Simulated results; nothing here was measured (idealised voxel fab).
The following process module bears the name voxel self aligned contacts.
Square cells of 5 nm make up the cross-section cut, whose width is 290 nm.
Format of a cross-section: grid, square cells. Given as bands. Order: top down. Band: one or more rows of cells.
Top height, bottom height, nm. Materials left to right, width each, nm. Single material + "edge to edge" = fills band edge to edge. "air" = empty.
Basically, 0 is our baseline, since under it the wafer straight out of the box is all one material. The bottom band has no lower end and keeps on going down, so it looks like "0 nm and below".
Per-row width for "30..40": begins at first number (top row of band), ends at second number (bottom row), increment between rows held constant.
Any step labelled "nothing altered" changed none of the cells in the cross-section.
Under "Completely enclosed voids" you'll find the enclosed gaps, the ones with no way out to the top, that are 8 cells or bigger; each reads width x height at distance, with distance counted from the left edge, everything in nm.
Post-settings text on a step line: simulator's own remark regarding the step.
"overlay nm" answers the question of how far to the right of plan the mask lay on a step that has a mask, and when it is negative the answer is to the left.
This section lists the process steps that were planned:
| 1 | op RECEIVE | material Si |
| 2 | op CONFORMAL_DEP | material SiO2 | thk nm 5 |
| 3 | op DIRECTIONAL_DEP | material polySi | thk nm 25 |
| 4 | op DIRECTIONAL_DEP | material SiN | thk nm 20 |
| 5 | op DIRECTIONAL_DEP | material aC | thk nm 15 |
| 6 | op PATTERN | tone cover | mask id GATE | material resist | width nm 30 | pitch nm 75 | thk nm 30 | overlay nm 0 |
| 7 | op DIRECTIONAL_ETCH | etch materials aC | depth nm 15 |
| 8 | op STRIP | etch materials resist |
| 9 | op DIRECTIONAL_ETCH | etch materials SiN | depth nm 20 |
| 10 | op DIRECTIONAL_ETCH | etch materials polySi | depth nm 25 |
| 11 | op STRIP | etch materials aC |
| 12 | op CONFORMAL_DEP | material SiN | thk nm 10 |
| 13 | op DIRECTIONAL_ETCH | etch materials SiN | depth nm 10 |
| 14 | op FILL_DEP | material SiO2 | thk nm 10 |
| 15 | op CMP | height nm 55 |
| 16 | op MASKED_ETCH | tone open | mask id CONTACT | width nm 55 | pitch nm 75 | etch materials SiO2 | depth nm 55 | overlay nm 0 |
| 17 | op CONFORMAL_DEP | material TiN | thk nm 5 |
| 18 | op FILL_DEP | material W | thk nm 5 |
| 19 | op CMP | height nm 55 |
| 20 | op CONFORMAL_DEP | material SiN | thk nm 5 |
First of the two wafers, run per plan:
Cross-section of the incoming wafer, state after step 1:
> 0 nm and below = Si edge to edge
> Completely enclosed voids: none
Cross-section of the wafer after step 2:
> 5 nm to 0 nm = SiO2 edge to edge
> Everything under 0 stays put, no change at all.
Cross-section of the wafer after step 3:
> 30 nm to 5 nm = polySi edge to edge
> Everything under 5 stays put, no change at all.
Cross-section of the wafer after step 4:
> 50 nm to 30 nm = SiN edge to edge
> Everything under 30 stays put, no change at all.
Cross-section of the wafer after step 5:
> 65 nm to 50 nm = aC edge to edge
> Everything under 50 stays put, no change at all.
Cross-section of the wafer after step 6:
> 95 nm to 65 nm = 55 air  30 resist  45 air  30 resist  45 air  30 resist  55 air
> Everything under 65 stays put, no change at all.
Cross-section of the wafer after step 7:
> 80 nm to 65 nm = 55 air  30 resist  45 air  30 resist  45 air  30 resist  55 air
> 65 nm to 50 nm = 55 air  30 aC  45 air  30 aC  45 air  30 aC  55 air
> Everything under 50 stays put, no change at all.
Cross-section of the wafer after step 8:
> 65 nm to 50 nm = 55 air  30 aC  45 air  30 aC  45 air  30 aC  55 air
> Everything under 50 stays put, no change at all.
Cross-section of the wafer after step 9:
> 65 nm to 50 nm = 55 air  30 aC  45 air  30 aC  45 air  30 aC  55 air
> 50 nm to 30 nm = 55 air  30 SiN  45 air  30 SiN  45 air  30 SiN  55 air
> Everything under 30 stays put, no change at all.
Cross-section of the wafer after step 10:
> 65 nm to 50 nm = 55 air  30 aC  45 air  30 aC  45 air  30 aC  55 air
> 50 nm to 30 nm = 55 air  30 SiN  45 air  30 SiN  45 air  30 SiN  55 air
> 30 nm to 5 nm = 55 air  30 polySi  45 air  30 polySi  45 air  30 polySi  55 air
> Everything under 5 stays put, no change at all.
Cross-section of the wafer after step 11:
> 50 nm to 30 nm = 55 air  30 SiN  45 air  30 SiN  45 air  30 SiN  55 air
> Everything under 30 stays put, no change at all.
Cross-section of the wafer after step 12:
> 60 nm to 30 nm = 45 air  50 SiN  25 air  50 SiN  25 air  50 SiN  45 air
> 30 nm to 15 nm = 45 air  10 SiN  30 polySi  10 SiN  25 air  10 SiN  30 polySi  10 SiN  25 air  10 SiN  30 polySi  10 SiN  45 air
> 15 nm to 5 nm = 55 SiN  30 polySi  45 SiN  30 polySi  45 SiN  30 polySi  55 SiN
> Everything under 5 stays put, no change at all.
Cross-section of the wafer after step 13:
> 50 nm to 30 nm = 45 air  50 SiN  25 air  50 SiN  25 air  50 SiN  45 air
> 30 nm to 5 nm = 45 air  10 SiN  30 polySi  10 SiN  25 air  10 SiN  30 polySi  10 SiN  25 air  10 SiN  30 polySi  10 SiN  45 air
> Everything under 5 stays put, no change at all.
Cross-section of the wafer after step 14:
> 60 nm to 50 nm = SiO2 edge to edge
> 50 nm to 30 nm = 45 SiO2  50 SiN  25 SiO2  50 SiN  25 SiO2  50 SiN  45 SiO2
> 30 nm to 5 nm = 45 SiO2  10 SiN  30 polySi  10 SiN  25 SiO2  10 SiN  30 polySi  10 SiN  25 SiO2  10 SiN  30 polySi  10 SiN  45 SiO2
> Everything under 5 stays put, no change at all.
Cross-section of the wafer after step 15:
> 55 nm to 50 nm = SiO2 edge to edge
> Everything under 50 stays put, no change at all.
Cross-section of the wafer after step 16:
> 55 nm to 50 nm = 80 SiO2  55 air  20 SiO2  55 air  80 SiO2
> 50 nm to 30 nm = 45 SiO2  50 SiN  25 air  50 SiN  25 air  50 SiN  45 SiO2
> 30 nm to 5 nm = 45 SiO2  10 SiN  30 polySi  10 SiN  25 air  10 SiN  30 polySi  10 SiN  25 air  10 SiN  30 polySi  10 SiN  45 SiO2
> 5 nm to 0 nm = 95 SiO2  25 air  50 SiO2  25 air  95 SiO2
> Everything under 0 stays put, no change at all.
Cross-section of the wafer after step 17:
> 60 nm to 55 nm = 85 TiN  45 air  30 TiN  45 air  85 TiN
> 55 nm to 50 nm = 80 SiO2  20 TiN  15 air  20 TiN  20 SiO2  20 TiN  15 air  20 TiN  80 SiO2
> 50 nm to 30 nm = 45 SiO2  50 SiN  5 TiN  15 air  5 TiN  50 SiN  5 TiN  15 air  5 TiN  50 SiN  45 SiO2
> 30 nm to 5 nm = 45 SiO2  10 SiN  30 polySi  10 SiN  5 TiN  15 air  5 TiN  10 SiN  30 polySi  10 SiN  5 TiN  15 air  5 TiN  10 SiN  30 polySi  10 SiN  45 SiO2
> 5 nm to 0 nm = 95 SiO2  25 TiN  50 SiO2  25 TiN  95 SiO2
> Everything under 0 stays put, no change at all.
Cross-section of the wafer after step 18:
> 65 nm to 60 nm = W edge to edge
> 60 nm to 55 nm = 85 TiN  45 W  30 TiN  45 W  85 TiN
> 55 nm to 50 nm = 80 SiO2  20 TiN  15 W  20 TiN  20 SiO2  20 TiN  15 W  20 TiN  80 SiO2
> 50 nm to 30 nm = 45 SiO2  50 SiN  5 TiN  15 W  5 TiN  50 SiN  5 TiN  15 W  5 TiN  50 SiN  45 SiO2
> 30 nm to 5 nm = 45 SiO2  10 SiN  30 polySi  10 SiN  5 TiN  15 W  5 TiN  10 SiN  30 polySi  10 SiN  5 TiN  15 W  5 TiN  10 SiN  30 polySi  10 SiN  45 SiO2
> Everything under 5 stays put, no change at all.
Cross-section of the wafer after step 19:
> 55 nm to 50 nm = 80 SiO2  20 TiN  15 W  20 TiN  20 SiO2  20 TiN  15 W  20 TiN  80 SiO2
> Everything under 50 stays put, no change at all.
Cross-section of the wafer after step 20:
> 60 nm to 55 nm = SiN edge to edge
> Everything under 55 stays put, no change at all.
Now the other wafer: same start, same recipe, but we messed up one thing when running it. Up to and including step 1 it's the same as the first one:
Planned end of step 2: second wafer, cross-section: nothing altered
Planned end of step 3: second wafer, cross-section:
> 25 nm to 0 nm = polySi edge to edge
> Everything under 0 stays put, no change at all.
Planned end of step 4: second wafer, cross-section:
> 45 nm to 25 nm = SiN edge to edge
> Everything under 25 stays put, no change at all.
Planned end of step 5: second wafer, cross-section:
> 60 nm to 45 nm = aC edge to edge
> Everything under 45 stays put, no change at all.
Planned end of step 6: second wafer, cross-section:
> 90 nm to 60 nm = 55 air  30 resist  45 air  30 resist  45 air  30 resist  55 air
> Everything under 60 stays put, no change at all.
Planned end of step 7: second wafer, cross-section:
> 75 nm to 60 nm = 55 air  30 resist  45 air  30 resist  45 air  30 resist  55 air
> 60 nm to 45 nm = 55 air  30 aC  45 air  30 aC  45 air  30 aC  55 air
> Everything under 45 stays put, no change at all.
Planned end of step 8: second wafer, cross-section:
> 60 nm to 45 nm = 55 air  30 aC  45 air  30 aC  45 air  30 aC  55 air
> Everything under 45 stays put, no change at all.
Planned end of step 9: second wafer, cross-section:
> 60 nm to 45 nm = 55 air  30 aC  45 air  30 aC  45 air  30 aC  55 air
> 45 nm to 25 nm = 55 air  30 SiN  45 air  30 SiN  45 air  30 SiN  55 air
> Everything under 25 stays put, no change at all.
Planned end of step 10: second wafer, cross-section:
> 60 nm to 45 nm = 55 air  30 aC  45 air  30 aC  45 air  30 aC  55 air
> 45 nm to 25 nm = 55 air  30 SiN  45 air  30 SiN  45 air  30 SiN  55 air
> 25 nm to 0 nm = 55 air  30 polySi  45 air  30 polySi  45 air  30 polySi  55 air
> Everything under 0 stays put, no change at all.
Planned end of step 11: second wafer, cross-section:
> 45 nm to 25 nm = 55 air  30 SiN  45 air  30 SiN  45 air  30 SiN  55 air
> Everything under 25 stays put, no change at all.
Planned end of step 12: second wafer, cross-section:
> 55 nm to 25 nm = 45 air  50 SiN  25 air  50 SiN  25 air  50 SiN  45 air
> 25 nm to 10 nm = 45 air  10 SiN  30 polySi  10 SiN  25 air  10 SiN  30 polySi  10 SiN  25 air  10 SiN  30 polySi  10 SiN  45 air
> 10 nm to 0 nm = 55 SiN  30 polySi  45 SiN  30 polySi  45 SiN  30 polySi  55 SiN
> Everything under 0 stays put, no change at all.
Planned end of step 13: second wafer, cross-section:
> 45 nm to 25 nm = 45 air  50 SiN  25 air  50 SiN  25 air  50 SiN  45 air
> 25 nm to 0 nm = 45 air  10 SiN  30 polySi  10 SiN  25 air  10 SiN  30 polySi  10 SiN  25 air  10 SiN  30 polySi  10 SiN  45 air
> Everything under 0 stays put, no change at all.
Planned end of step 14: second wafer, cross-section:
> 55 nm to 45 nm = SiO2 edge to edge
> 45 nm to 25 nm = 45 SiO2  50 SiN  25 SiO2  50 SiN  25 SiO2  50 SiN  45 SiO2
> 25 nm to 0 nm = 45 SiO2  10 SiN  30 polySi  10 SiN  25 SiO2  10 SiN  30 polySi  10 SiN  25 SiO2  10 SiN  30 polySi  10 SiN  45 SiO2
> Everything under 0 stays put, no change at all.
Planned end of step 15: second wafer, cross-section: nothing altered
Planned end of step 16: second wafer, cross-section:
> 55 nm to 45 nm = 80 SiO2  55 air  20 SiO2  55 air  80 SiO2
> 45 nm to 25 nm = 45 SiO2  50 SiN  25 air  50 SiN  25 air  50 SiN  45 SiO2
> 25 nm to 0 nm = 45 SiO2  10 SiN  30 polySi  10 SiN  25 air  10 SiN  30 polySi  10 SiN  25 air  10 SiN  30 polySi  10 SiN  45 SiO2
> Everything under 0 stays put, no change at all.
Planned end of step 17: second wafer, cross-section:
> 60 nm to 55 nm = 85 TiN  45 air  30 TiN  45 air  85 TiN
> 55 nm to 45 nm = 80 SiO2  5..20 TiN  45..15 air  5..20 TiN  20 SiO2  5..20 TiN  45..15 air  5..20 TiN  80 SiO2
> 45 nm to 25 nm = 45 SiO2  50 SiN  5 TiN  15 air  5 TiN  50 SiN  5 TiN  15 air  5 TiN  50 SiN  45 SiO2
> 25 nm to 5 nm = 45 SiO2  10 SiN  30 polySi  10 SiN  5 TiN  15 air  5 TiN  10 SiN  30 polySi  10 SiN  5 TiN  15 air  5 TiN  10 SiN  30 polySi  10 SiN  45 SiO2
> 5 nm to 0 nm = 45 SiO2  10 SiN  30 polySi  10 SiN  25 TiN  10 SiN  30 polySi  10 SiN  25 TiN  10 SiN  30 polySi  10 SiN  45 SiO2
> Everything under 0 stays put, no change at all.
Planned end of step 18: second wafer, cross-section:
> 65 nm to 60 nm = W edge to edge
> 60 nm to 55 nm = 85 TiN  45 W  30 TiN  45 W  85 TiN
> 55 nm to 45 nm = 80 SiO2  5..20 TiN  45..15 W  5..20 TiN  20 SiO2  5..20 TiN  45..15 W  5..20 TiN  80 SiO2
> 45 nm to 25 nm = 45 SiO2  50 SiN  5 TiN  15 W  5 TiN  50 SiN  5 TiN  15 W  5 TiN  50 SiN  45 SiO2
> 25 nm to 5 nm = 45 SiO2  10 SiN  30 polySi  10 SiN  5 TiN  15 W  5 TiN  10 SiN  30 polySi  10 SiN  5 TiN  15 W  5 TiN  10 SiN  30 polySi  10 SiN  45 SiO2
> Everything under 5 stays put, no change at all.
Planned end of step 19: second wafer, cross-section:
> 55 nm to 45 nm = 80 SiO2  5..20 TiN  45..15 W  5..20 TiN  20 SiO2  5..20 TiN  45..15 W  5..20 TiN  80 SiO2
> Everything under 45 stays put, no change at all.
Planned end of step 20: second wafer, cross-section:
> 60 nm to 55 nm = SiN edge to edge
> Everything under 55 stays put, no change at all.
Nonconformance to the process plan: step 2 was left out
In the final state, the cell counts of the second wafer exceed or fall short of those of the first for the following materials: SiO2 -12; W +12
